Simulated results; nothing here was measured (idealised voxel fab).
process module | voxel tone inversion
cross-section cut | 220 nm wide | cells 5 nm
A cross-section is a grid of square cells, given in bands from the top down. A band is one or more rows of cells.
Each band's line starts with the height of the band's top and of its bottom, in nm. Then come its materials from left to right, each with its width in nm. One material with "throughout" fills the band from edge to edge. "air" is empty space.
Height 0 is the level under which the wafer as received is all one material. The lowest band goes on downwards, as in "0 down".
A width such as "30 to 40" changes by the same amount from each row of cells to the next, from the band's top row to its bottom row.
"no change" after a step means that no cell of the cross-section changed.
closed voids: empty space of 8 cells or more with no open way to the top, each as width x height at its distance from the left edge, in nm
after a step's settings: what the simulator itself notes on the step
overlay nm, on a step with a mask: how far to the right of its planned place the mask lay; to the left if negative
plan
1 op RECEIVE | material Si
2 op CONFORMAL_DEP | material SiN | thk nm 10
3 op DIRECTIONAL_DEP | material polySi | thk nm 25
4 op PATTERN | tone cover | mask id POSTS | material resist | width nm 20 | pitch nm 45 | thk nm 30 | overlay nm 0
5 op DIRECTIONAL_ETCH | etch materials polySi | depth nm 25
6 op STRIP | etch materials resist
7 op FILL_DEP | material lowk | thk nm 10
8 op CMP | height nm 35
9 op STRIP | etch materials polySi
10 op CONFORMAL_DEP | material TiN | thk nm 5
11 op FILL_DEP | material Cu | thk nm 5
12 op CMP | height nm 35
13 op CONFORMAL_DEP | material SiCN | thk nm 5
first wafer, as planned
as received, after step 1
  0 down: Si throughout
  closed voids: none
after step 2
  10 to 0: SiN throughout
  below 0: unchanged
after step 3
  35 to 10: polySi throughout
  below 10: unchanged
after step 4
  65 to 35: air 30 | resist 20 | air 25 | resist 20 | air 25 | resist 20 | air 25 | resist 20 | air 35
  below 35: unchanged
after step 5
  65 to 35: air 30 | resist 20 | air 25 | resist 20 | air 25 | resist 20 | air 25 | resist 20 | air 35
  35 to 10: air 30 | polySi 20 | air 25 | polySi 20 | air 25 | polySi 20 | air 25 | polySi 20 | air 35
  below 10: unchanged
after step 6
  35 to 10: air 30 | polySi 20 | air 25 | polySi 20 | air 25 | polySi 20 | air 25 | polySi 20 | air 35
  below 10: unchanged
after step 7
  45 to 35: lowk throughout
  35 to 10: lowk 30 | polySi 20 | lowk 25 | polySi 20 | lowk 25 | polySi 20 | lowk 25 | polySi 20 | lowk 35
  below 10: unchanged
after step 8
  35 to 10: lowk 30 | polySi 20 | lowk 25 | polySi 20 | lowk 25 | polySi 20 | lowk 25 | polySi 20 | lowk 35
  below 10: unchanged
after step 9
  35 to 10: lowk 30 | air 20 | lowk 25 | air 20 | lowk 25 | air 20 | lowk 25 | air 20 | lowk 35
  below 10: unchanged
after step 10
  40 to 35: TiN 35 | air 10 | TiN 35 | air 10 | TiN 35 | air 10 | TiN 35 | air 10 | TiN 40
  35 to 15: lowk 30 | TiN 5 | air 10 | TiN 5 | lowk 25 | TiN 5 | air 10 | TiN 5 | lowk 25 | TiN 5 | air 10 | TiN 5 | lowk 25 | TiN 5 | air 10 | TiN 5 | lowk 35
  15 to 10: lowk 30 | TiN 20 | lowk 25 | TiN 20 | lowk 25 | TiN 20 | lowk 25 | TiN 20 | lowk 35
  below 10: unchanged
after step 11
  45 to 40: Cu throughout
  40 to 35: TiN 35 | Cu 10 | TiN 35 | Cu 10 | TiN 35 | Cu 10 | TiN 35 | Cu 10 | TiN 40
  35 to 15: lowk 30 | TiN 5 | Cu 10 | TiN 5 | lowk 25 | TiN 5 | Cu 10 | TiN 5 | lowk 25 | TiN 5 | Cu 10 | TiN 5 | lowk 25 | TiN 5 | Cu 10 | TiN 5 | lowk 35
  below 15: unchanged
after step 12
  35 to 15: lowk 30 | TiN 5 | Cu 10 | TiN 5 | lowk 25 | TiN 5 | Cu 10 | TiN 5 | lowk 25 | TiN 5 | Cu 10 | TiN 5 | lowk 25 | TiN 5 | Cu 10 | TiN 5 | lowk 35
  below 15: unchanged
after step 13
  40 to 35: SiCN throughout
  below 35: unchanged
second wafer: like start, like plan, one mistake. Through step 3 it matches the first wafer
when step 4 should have ended
  65 to 35: resist 30 | air 20 | resist 25 | air 20 | resist 25 | air 20 | resist 25 | air 20 | resist 35
  below 35: unchanged
when step 5 should have ended
  65 to 35: resist 30 | air 20 | resist 25 | air 20 | resist 25 | air 20 | resist 25 | air 20 | resist 35
  35 to 10: polySi 30 | air 20 | polySi 25 | air 20 | polySi 25 | air 20 | polySi 25 | air 20 | polySi 35
  below 10: unchanged
when step 6 should have ended
  35 to 10: polySi 30 | air 20 | polySi 25 | air 20 | polySi 25 | air 20 | polySi 25 | air 20 | polySi 35
  below 10: unchanged
when step 7 should have ended
  45 to 35: lowk throughout
  35 to 10: polySi 30 | lowk 20 | polySi 25 | lowk 20 | polySi 25 | lowk 20 | polySi 25 | lowk 20 | polySi 35
  below 10: unchanged
when step 8 should have ended
  35 to 10: polySi 30 | lowk 20 | polySi 25 | lowk 20 | polySi 25 | lowk 20 | polySi 25 | lowk 20 | polySi 35
  below 10: unchanged
when step 9 should have ended
  35 to 10: air 30 | lowk 20 | air 25 | lowk 20 | air 25 | lowk 20 | air 25 | lowk 20 | air 35
  below 10: unchanged
when step 10 should have ended
  40 to 35: air 25 | TiN 30 | air 15 | TiN 30 | air 15 | TiN 30 | air 15 | TiN 30 | air 30
  35 to 15: air 25 | TiN 5 | lowk 20 | TiN 5 | air 15 | TiN 5 | lowk 20 | TiN 5 | air 15 | TiN 5 | lowk 20 | TiN 5 | air 15 | TiN 5 | lowk 20 | TiN 5 | air 30
  15 to 10: TiN 30 | lowk 20 | TiN 25 | lowk 20 | TiN 25 | lowk 20 | TiN 25 | lowk 20 | TiN 35
  below 10: unchanged
when step 11 should have ended
  45 to 40: Cu throughout
  40 to 35: Cu 25 | TiN 30 | Cu 15 | TiN 30 | Cu 15 | TiN 30 | Cu 15 | TiN 30 | Cu 30
  35 to 15: Cu 25 | TiN 5 | lowk 20 | TiN 5 | Cu 15 | TiN 5 | lowk 20 | TiN 5 | Cu 15 | TiN 5 | lowk 20 | TiN 5 | Cu 15 | TiN 5 | lowk 20 | TiN 5 | Cu 30
  below 15: unchanged
when step 12 should have ended
  35 to 15: Cu 25 | TiN 5 | lowk 20 | TiN 5 | Cu 15 | TiN 5 | lowk 20 | TiN 5 | Cu 15 | TiN 5 | lowk 20 | TiN 5 | Cu 15 | TiN 5 | lowk 20 | TiN 5 | Cu 30
  below 15: unchanged
when step 13 should have ended
  40 to 35: SiCN throughout
  below 35: unchanged
what went wrong: step 4 ran as: op PATTERN | tone open | mask id POSTS | material resist | width nm 20 | pitch nm 45 | thk nm 30 | overlay nm 0
at the end the second wafer has, in cells: 48 more of Cu | 12 more of TiN | 60 fewer of lowk
